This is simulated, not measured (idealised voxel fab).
process module | voxel self aligned contacts
cross-section cut | 285 nm wide | cells 5 nm
A cross-section is a grid of square cells, given in bands from the top down. A band is one or more rows of cells.
Each band's line starts with the height of the band's top and of its bottom, in nm. Then come its materials from left to right, each with its width in nm. One material with "throughout" fills the band from edge to edge. "air" is empty space.
Height 0 is the level under which the wafer as received is all one material. The lowest band goes on downwards, as in "0 down".
A width such as "30 to 40" changes by the same amount from each row of cells to the next, from the band's top row to its bottom row.
"no change" after a step means that no cell of the cross-section changed.
closed voids: empty space of 8 cells or more with no open way to the top, each as width x height at its distance from the left edge, in nm
after a step's settings: what the simulator itself notes on the step
overlay nm, on a step with a mask: how far to the right of its planned place the mask lay; to the left if negative
plan
1 op RECEIVE | material Si
2 op OXIDIZE | depth nm 5
3 op DIRECTIONAL_DEP | material polySi | thk nm 30
4 op DIRECTIONAL_DEP | material SiN | thk nm 20
5 op MASKED_ETCH | tone cover | mask id GATE | width nm 25 | pitch nm 60 | etch materials SiN | depth nm 20 | overlay nm 0
6 op MASKED_ETCH | tone cover | mask id GATE | width nm 25 | pitch nm 60 | etch materials polySi | depth nm 30 | overlay nm 0
7 op CONFORMAL_DEP | material SiN | thk nm 5
8 op DIRECTIONAL_ETCH | etch materials SiN | depth nm 5
9 op FILL_DEP | material SiO2 | thk nm 15
10 op CMP | height nm 60
11 op DIRECTIONAL_DEP | material aC | thk nm 10
12 op PATTERN | tone open | mask id CONTACT | material resist | width nm 45 | thk nm 30 | overlay nm 0
13 op DIRECTIONAL_ETCH | etch materials aC | depth nm 10
14 op STRIP | etch materials resist
15 op DIRECTIONAL_ETCH | etch materials SiO2 | depth nm 65
16 op STRIP | etch materials aC
17 op CONFORMAL_DEP | material TiN | thk nm 5
18 op FILL_DEP | material W | thk nm 10
19 op CMP | height nm 60
20 op CONFORMAL_DEP | material SiCN | thk nm 5
first wafer, as planned
as received, after step 1
  0 down: Si throughout
  closed voids: none
after step 2
  0 to -5: SiO2 throughout
  below -5: unchanged
after step 3
  30 to 0: polySi throughout
  below 0: unchanged
after step 4
  50 to 30: SiN throughout
  below 30: unchanged
after step 5
  50 to 30: air 100 | SiN 25 | air 35 | SiN 25 | air 100
  below 30: unchanged
after step 6
  50 to 30: air 100 | SiN 25 | air 35 | SiN 25 | air 100
  30 to 0: air 100 | polySi 25 | air 35 | polySi 25 | air 100
  below 0: unchanged
after step 7
  55 to 30: air 95 | SiN 35 | air 25 | SiN 35 | air 95
  30 to 5: air 95 | SiN 5 | polySi 25 | SiN 5 | air 25 | SiN 5 | polySi 25 | SiN 5 | air 95
  5 to 0: SiN 100 | polySi 25 | SiN 35 | polySi 25 | SiN 100
  below 0: unchanged
after step 8
  50 to 30: air 95 | SiN 35 | air 25 | SiN 35 | air 95
  30 to 0: air 95 | SiN 5 | polySi 25 | SiN 5 | air 25 | SiN 5 | polySi 25 | SiN 5 | air 95
  below 0: unchanged
after step 9
  65 to 50: SiO2 throughout
  50 to 30: SiO2 95 | SiN 35 | SiO2 25 | SiN 35 | SiO2 95
  30 to 0: SiO2 95 | SiN 5 | polySi 25 | SiN 5 | SiO2 25 | SiN 5 | polySi 25 | SiN 5 | SiO2 95
  below 0: unchanged
after step 10
  60 to 50: SiO2 throughout
  below 50: unchanged
after step 11
  70 to 60: aC throughout
  below 60: unchanged
after step 12
  100 to 70: resist 120 | air 45 | resist 120
  below 70: unchanged
after step 13
  90 to 70: resist 120 | air 45 | resist 120
  70 to 60: aC 120 | air 45 | aC 120
  below 60: unchanged
after step 14
  70 to 60: aC 120 | air 45 | aC 120
  below 60: unchanged
after step 15
  70 to 60: aC 120 | air 45 | aC 120
  60 to 50: SiO2 120 | air 45 | SiO2 120
  50 to 30: SiO2 95 | SiN 35 | air 25 | SiN 35 | SiO2 95
  30 to 0: SiO2 95 | SiN 5 | polySi 25 | SiN 5 | air 25 | SiN 5 | polySi 25 | SiN 5 | SiO2 95
  0 to -5: SiO2 130 | air 25 | SiO2 130
  below -5: unchanged
after step 16
  60 to 50: SiO2 120 | air 45 | SiO2 120
  below 50: unchanged
after step 17
  65 to 60: TiN 125 | air 35 | TiN 125
  60 to 50: SiO2 120 | TiN 5 to 15 | air 35 to 15 | TiN 5 to 15 | SiO2 120
  50 to 30: SiO2 95 | SiN 35 | TiN 5 | air 15 | TiN 5 | SiN 35 | SiO2 95
  30 to 0: SiO2 95 | SiN 5 | polySi 25 | SiN 5 | TiN 5 | air 15 | TiN 5 | SiN 5 | polySi 25 | SiN 5 | SiO2 95
  0 to -5: SiO2 130 | TiN 25 | SiO2 130
  below -5: unchanged
after step 18
  75 to 65: W throughout
  65 to 60: TiN 125 | W 35 | TiN 125
  60 to 50: SiO2 120 | TiN 5 to 15 | W 35 to 15 | TiN 5 to 15 | SiO2 120
  50 to 30: SiO2 95 | SiN 35 | TiN 5 | W 15 | TiN 5 | SiN 35 | SiO2 95
  30 to 0: SiO2 95 | SiN 5 | polySi 25 | SiN 5 | TiN 5 | W 15 | TiN 5 | SiN 5 | polySi 25 | SiN 5 | SiO2 95
  below 0: unchanged
after step 19
  60 to 50: SiO2 120 | TiN 5 to 15 | W 35 to 15 | TiN 5 to 15 | SiO2 120
  below 50: unchanged
after step 20
  65 to 60: SiCN throughout
  below 60: unchanged
second wafer: like start, like plan, one mistake. Through step 11 it matches the first wafer
when step 12 should have ended
  100 to 70: resist 115 | air 55 | resist 115
  below 70: unchanged
when step 13 should have ended
  90 to 70: resist 115 | air 55 | resist 115
  70 to 60: aC 115 | air 55 | aC 115
  below 60: unchanged
when step 14 should have ended
  70 to 60: aC 115 | air 55 | aC 115
  below 60: unchanged
when step 15 should have ended
  70 to 60: aC 115 | air 55 | aC 115
  60 to 50: SiO2 115 | air 55 | SiO2 115
  50 to 30: SiO2 95 | SiN 35 | air 25 | SiN 35 | SiO2 95
  30 to 0: SiO2 95 | SiN 5 | polySi 25 | SiN 5 | air 25 | SiN 5 | polySi 25 | SiN 5 | SiO2 95
  0 to -5: SiO2 130 | air 25 | SiO2 130
  below -5: unchanged
when step 16 should have ended
  60 to 50: SiO2 115 | air 55 | SiO2 115
  below 50: unchanged
when step 17 should have ended
  65 to 60: TiN 120 | air 45 | TiN 120
  60 to 50: SiO2 115 | TiN 5 to 20 | air 45 to 15 | TiN 5 to 20 | SiO2 115
  50 to 30: SiO2 95 | SiN 35 | TiN 5 | air 15 | TiN 5 | SiN 35 | SiO2 95
  30 to 0: SiO2 95 | SiN 5 | polySi 25 | SiN 5 | TiN 5 | air 15 | TiN 5 | SiN 5 | polySi 25 | SiN 5 | SiO2 95
  0 to -5: SiO2 130 | TiN 25 | SiO2 130
  below -5: unchanged
when step 18 should have ended
  75 to 65: W throughout
  65 to 60: TiN 120 | W 45 | TiN 120
  60 to 50: SiO2 115 | TiN 5 to 20 | W 45 to 15 | TiN 5 to 20 | SiO2 115
  50 to 30: SiO2 95 | SiN 35 | TiN 5 | W 15 | TiN 5 | SiN 35 | SiO2 95
  30 to 0: SiO2 95 | SiN 5 | polySi 25 | SiN 5 | TiN 5 | W 15 | TiN 5 | SiN 5 | polySi 25 | SiN 5 | SiO2 95
  below 0: unchanged
when step 19 should have ended
  60 to 50: SiO2 115 | TiN 5 to 20 | W 45 to 15 | TiN 5 to 20 | SiO2 115
  below 50: unchanged
when step 20 should have ended
  65 to 60: SiCN throughout
  below 60: unchanged
what went wrong: step 12 ran as: op PATTERN | tone open | mask id CONTACT | material resist | width nm 55 | thk nm 30 | overlay nm 0
at the end the second wafer has, in cells: 4 fewer of SiO2 | 2 more of TiN | 2 more of W
